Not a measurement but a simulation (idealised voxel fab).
Herein follows the process module entitled voxel double patterning.
Section shown: cut. Width: 170 nm. Cell size: 5 nm, square.
Each cross-section below is a grid of square cells, stated as bands in top-down order, with one or more rows of cells making up each band.
The entry gives the band's vertical extent as a top height and a bottom height in nm, then its horizontal make-up as materials from left to right, each with a width in nm. "blank" stands for empty space; a single material marked "full width" fills the band edge to edge.
Heights from 0 (as-received wafer is one material below). Bottom band endless downward, as "0 down".
You'd read "30 to 40" like this: the band's top row of cells is as wide as the first number, its bottom row is as wide as the second, and going down, every row changes width by the same amount as the row before did.
Given "nothing altered" for a step, no cell of the cross-section differs between before and after that step.
Closed empty spaces (no open way to the top) of 8 cells or more are what "Cavities, closed" lists, each as width x height at distance from the left edge, nm for all three.
Anything after a step's settings on that line? It's the simulator's own note about the step.
Each step line may optionally specify "overlay nm", which for a step with a mask gives the rightward distance between the mask's planned place and where it lay, a negative value indicating the leftward direction.
**The planned process steps are enumerated hereunder**
1 op RECEIVE | material Si
2 op CONFORMAL_DEP | material SiN | thk nm 10
3 op DIRECTIONAL_DEP | material SiO2 | thk nm 10
4 op DIRECTIONAL_DEP | material SiCN | thk nm 5
5 op MASKED_ETCH | tone open | mask id FIRST | width nm 15 | pitch nm 50 | etch materials SiCN | depth nm 5 | overlay nm 0
6 op PATTERN | tone open | mask id SECOND | material resist | width nm 15 | thk nm 20 | overlay nm 0
7 op DIRECTIONAL_ETCH | etch materials SiCN | depth nm 5
8 op STRIP | etch materials resist
9 op DIRECTIONAL_ETCH | etch materials SiO2 | depth nm 10
10 op STRIP | etch materials SiCN
**Shown in cross-section is the wafer as received, that is, as it stands after step 1**
	0 down: Si full width
	Cavities, closed: none
**Starting wafer: above. Plan: above. Run: one mistake. Cross-section after the module: below**
	20 to 10: SiN full width
	10 to 0: SiO2 full width
	0 down: Si full width
	Cavities, closed: none
Processing error: sequence error: steps 2 and 3 interchanged
